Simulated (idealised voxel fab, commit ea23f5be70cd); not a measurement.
Herein follows the process module entitled voxel capacitor over wiring.
Cross-sectional view cut (width: 230 nm; square cell size: 5 nm).
Notation: cross-section as square-cell grid; stated in bands, top first, going down; one or more cell rows per band. For a band, the entry starts with two heights in nm, that of the top and then that of the bottom, and carries on with the band's materials in order from left to right, each alongside its width in nm; the word "all across" beside a single material means it fills the band edge to edge, and "air" means empty space. Measure heights from 0. That's the level where, below it, the as-received wafer is all one material. The lowest band is bottomless and extends downward; write it as in "0 down". Think of "30->40" as a width that walks from the first number to the second as you go down the band, top row to bottom row, taking equal-sized steps from row to row. Given "nothing different" for a step, no cell of the cross-section differs between before and after that step. The entry "Sealed internal cavities" lists the empty spaces that cover at least 8 cells and have no open path to the top. Each is written as width x height at distance, where the distance is measured from the left edge and all three values are in nm. If you see something after the settings on a step's line, that's the simulator's own remark about that step. If you see "overlay nm" on a step's line and that step has a mask, it's telling you how far right of where it was planned the mask ended up; a negative number means it went left instead.
### Intended process steps
1 RECEIVE [material Si]
2 CONFORMAL_DEP [material SiO2] [thk nm 15]
3 CONFORMAL_DEP [material SiCN] [thk nm 5]
4 DIRECTIONAL_DEP [material lowk] [thk nm 15]
5 PATTERN [tone open] [mask id METAL_1] [material resist] [width nm 25] [pitch nm 75] [thk nm 15] [overlay nm 0]
6 DIRECTIONAL_ETCH [etch materials lowk] [depth nm 15]
7 DIRECTIONAL_ETCH [etch materials SiCN] [depth nm 5]
8 STRIP [etch materials resist]
9 CONFORMAL_DEP [material TiN] [thk nm 5]
10 FILL_DEP [material Ru] [thk nm 5]
11 CMP [height nm 35]
12 EPI [material Ru] [thk nm 5]
13 FILL_DEP [material SiCN] [thk nm 5]
14 DIRECTIONAL_DEP [material SiO2] [thk nm 20]
15 DIRECTIONAL_DEP [material aC] [thk nm 10]
16 PATTERN [tone open] [mask id PLUG_1] [material resist] [width nm 15] [thk nm 30] [overlay nm 0]
17 DIRECTIONAL_ETCH [etch materials aC] [depth nm 10]
18 STRIP [etch materials resist]
19 DIRECTIONAL_ETCH [etch materials SiO2] [depth nm 20]
20 DIRECTIONAL_ETCH [etch materials SiCN] [depth nm 5]
21 STRIP [etch materials aC]
22 CONFORMAL_DEP [material TiN] [thk nm 5]
23 FILL_DEP [material W] [thk nm 10]
24 CMP [height nm 65]
25 DIRECTIONAL_DEP [material TiN] [thk nm 5]
26 DIRECTIONAL_DEP [material HfO2] [thk nm 5]
27 DIRECTIONAL_DEP [material TiN] [thk nm 5]
28 MASKED_ETCH [tone cover] [mask id UPPER_PLATE] [width nm 55] [etch materials TiN] [depth nm 5] [overlay nm 0]
29 MASKED_ETCH [tone cover] [mask id UPPER_PLATE] [width nm 55] [etch materials HfO2] [depth nm 5] [overlay nm 0]
30 MASKED_ETCH [tone cover] [mask id LOWER_PLATE] [width nm 65] [etch materials TiN] [depth nm 5] [overlay nm 0]
31 FILL_DEP [material SiO2] [thk nm 15]
32 CMP [height nm 90]
33 MASKED_ETCH [tone open] [mask id PLUG_2] [width nm 15] [etch materials SiO2] [depth nm 10] [overlay nm 0]
34 CONFORMAL_DEP [material TiN] [thk nm 5]
35 FILL_DEP [material Cu] [thk nm 5]
36 CMP [height nm 90]
37 CONFORMAL_DEP [material SiN] [thk nm 5]
### First of two wafers, processed according to plan
### Here's what the wafer looked like in cross-section when it arrived - that's after step 1
- 0 down  Si all across
- Sealed internal cavities: none
### Cross-section of the wafer subsequent to step 2
- 15 to 0  SiO2 all across
- Everything under 0 stays put, no change at all.
### Cross-section of the wafer subsequent to step 3
- 20 to 15  SiCN all across
- Everything under 15 stays put, no change at all.
### Cross-section of the wafer subsequent to step 4
- 35 to 20  lowk all across
- Everything under 20 stays put, no change at all.
### Cross-section of the wafer subsequent to step 5
- 50 to 35  resist 65, air 25, resist 50, air 25, resist 65
- Everything under 35 stays put, no change at all.
### Cross-section of the wafer subsequent to step 6
- 50 to 35  resist 65, air 25, resist 50, air 25, resist 65
- 35 to 20  lowk 65, air 25, lowk 50, air 25, lowk 65
- Everything under 20 stays put, no change at all.
### Cross-section of the wafer subsequent to step 7
- 50 to 35  resist 65, air 25, resist 50, air 25, resist 65
- 35 to 20  lowk 65, air 25, lowk 50, air 25, lowk 65
- 20 to 15  SiCN 65, air 25, SiCN 50, air 25, SiCN 65
- Everything under 15 stays put, no change at all.
### Cross-section of the wafer subsequent to step 8
- 35 to 20  lowk 65, air 25, lowk 50, air 25, lowk 65
- Everything under 20 stays put, no change at all.
### Cross-section of the wafer subsequent to step 9
- 40 to 35  TiN 70, air 15, TiN 60, air 15, TiN 70
- 35 to 20  lowk 65, TiN 5, air 15, TiN 5, lowk 50, TiN 5, air 15, TiN 5, lowk 65
- 20 to 15  SiCN 65, TiN 25, SiCN 50, TiN 25, SiCN 65
- Everything under 15 stays put, no change at all.
### Cross-section of the wafer subsequent to step 10
- 45 to 40  Ru all across
- 40 to 35  TiN 70, Ru 15, TiN 60, Ru 15, TiN 70
- 35 to 20  lowk 65, TiN 5, Ru 15, TiN 5, lowk 50, TiN 5, Ru 15, TiN 5, lowk 65
- Everything under 20 stays put, no change at all.
### Cross-section of the wafer subsequent to step 11
- 35 to 20  lowk 65, TiN 5, Ru 15, TiN 5, lowk 50, TiN 5, Ru 15, TiN 5, lowk 65
- Everything under 20 stays put, no change at all.
### Cross-section of the wafer subsequent to step 12
- 40 to 35  air 60, Ru 35, air 40, Ru 35, air 60
- Everything under 35 stays put, no change at all.
### Cross-section of the wafer subsequent to step 13
- 45 to 40  SiCN all across
- 40 to 35  SiCN 60, Ru 35, SiCN 40, Ru 35, SiCN 60
- Everything under 35 stays put, no change at all.
### Cross-section of the wafer subsequent to step 14
- 65 to 45  SiO2 all across
- Everything under 45 stays put, no change at all.
### Cross-section of the wafer subsequent to step 15
- 75 to 65  aC all across
- Everything under 65 stays put, no change at all.
### Cross-section of the wafer subsequent to step 16
- 105 to 75  resist 75, air 15, resist 140
- Everything under 75 stays put, no change at all.
### Cross-section of the wafer subsequent to step 17
- 95 to 75  resist 75, air 15, resist 140
- 75 to 65  aC 75, air 15, aC 140
- Everything under 65 stays put, no change at all.
### Cross-section of the wafer subsequent to step 18
- 75 to 65  aC 75, air 15, aC 140
- Everything under 65 stays put, no change at all.
### Cross-section of the wafer subsequent to step 19
- 75 to 65  aC 75, air 15, aC 140
- 65 to 45  SiO2 75, air 15, SiO2 140
- Everything under 45 stays put, no change at all.
### Cross-section of the wafer subsequent to step 20
- 75 to 65  aC 75, air 15, aC 140
- 65 to 45  SiO2 75, air 15, SiO2 140
- 45 to 40  SiCN 75, air 15, SiCN 140
- Everything under 40 stays put, no change at all.
### Cross-section of the wafer subsequent to step 21
- 65 to 45  SiO2 75, air 15, SiO2 140
- Everything under 45 stays put, no change at all.
### Cross-section of the wafer subsequent to step 22
- 70 to 65  TiN 80, air 5, TiN 145
- 65 to 45  SiO2 75, TiN 5, air 5, TiN 5, SiO2 140
- 45 to 40  SiCN 75, TiN 15, SiCN 140
- Everything under 40 stays put, no change at all.
### Cross-section of the wafer subsequent to step 23
- 80 to 70  W all across
- 70 to 65  TiN 80, W 5, TiN 145
- 65 to 45  SiO2 75, TiN 5, W 5, TiN 5, SiO2 140
- Everything under 45 stays put, no change at all.
### Cross-section of the wafer subsequent to step 24
- 65 to 45  SiO2 75, TiN 5, W 5, TiN 5, SiO2 140
- Everything under 45 stays put, no change at all.
### Cross-section of the wafer subsequent to step 25
- 70 to 65  TiN all across
- Everything under 65 stays put, no change at all.
### Cross-section of the wafer subsequent to step 26
- 75 to 70  HfO2 all across
- Everything under 70 stays put, no change at all.
### Cross-section of the wafer subsequent to step 27
- 80 to 75  TiN all across
- Everything under 75 stays put, no change at all.
### Cross-section of the wafer subsequent to step 28
- 80 to 75  air 75, TiN 55, air 100
- Everything under 75 stays put, no change at all.
### Cross-section of the wafer subsequent to step 29
- 80 to 75  air 75, TiN 55, air 100
- 75 to 70  air 75, HfO2 55, air 100
- Everything under 70 stays put, no change at all.
### Cross-section of the wafer subsequent to step 30
- 80 to 75  air 75, TiN 55, air 100
- 75 to 70  air 75, HfO2 55, air 100
- 70 to 65  air 70, TiN 65, air 95
- Everything under 65 stays put, no change at all.
### Cross-section of the wafer subsequent to step 31
- 95 to 80  SiO2 all across
- 80 to 75  SiO2 75, TiN 55, SiO2 100
- 75 to 70  SiO2 75, HfO2 55, SiO2 100
- 70 to 65  SiO2 70, TiN 65, SiO2 95
- Everything under 65 stays put, no change at all.
### Cross-section of the wafer subsequent to step 32
- 90 to 80  SiO2 all across
- Everything under 80 stays put, no change at all.
### Cross-section of the wafer subsequent to step 33
- 90 to 80  SiO2 85, air 15, SiO2 130
- Everything under 80 stays put, no change at all.
### Cross-section of the wafer subsequent to step 34
- 95 to 90  TiN 90, air 5, TiN 135
- 90 to 85  SiO2 85, TiN 5, air 5, TiN 5, SiO2 130
- 85 to 75  SiO2 85->75, TiN 15->55, SiO2 130->100
- Everything under 75 stays put, no change at all.
### Cross-section of the wafer subsequent to step 35
- 100 to 95  Cu all across
- 95 to 90  TiN 90, Cu 5, TiN 135
- 90 to 85  SiO2 85, TiN 5, Cu 5, TiN 5, SiO2 130
- Everything under 85 stays put, no change at all.
### Cross-section of the wafer subsequent to step 36
- 90 to 85  SiO2 85, TiN 5, Cu 5, TiN 5, SiO2 130
- Everything under 85 stays put, no change at all.
### Cross-section of the wafer subsequent to step 37
- 95 to 90  SiN all across
- Everything under 90 stays put, no change at all.
### Second wafer - shared start and plan with the first - one error in running - same as the first up to step 31 inclusive
### Second wafer, sectioned view, at step 32's planned end time
- 85 to 80  SiO2 all across
- Everything under 80 stays put, no change at all.
### Second wafer, sectioned view, at step 33's planned end time
- 85 to 80  SiO2 85, air 15, SiO2 130
- Everything under 80 stays put, no change at all.
### Second wafer, sectioned view, at step 34's planned end time
- 90 to 85  TiN 90, air 5, TiN 135
- 85 to 75  SiO2 85->75, TiN 15->55, SiO2 130->100
- Everything under 75 stays put, no change at all.
### Second wafer, sectioned view, at step 35's planned end time
- 95 to 90  Cu all across
- 90 to 85  TiN 90, Cu 5, TiN 135
- Everything under 85 stays put, no change at all.
### Second wafer, sectioned view, at step 36's planned end time
- 90 to 85  TiN 90, Cu 5, TiN 135
- Everything under 85 stays put, no change at all.
### Second wafer, sectioned view, at step 37's planned end time
- 95 to 90  SiN all across
- Everything under 90 stays put, no change at all.
It is concluded that the wafer was processed incorrectly with respect to the plan, in that step 32 did not happen as planned, as run it was CMP [height nm 85]
End check, counted in cells, second wafer has more or fewer of these materials than the first: -43 SiO2; +43 TiN
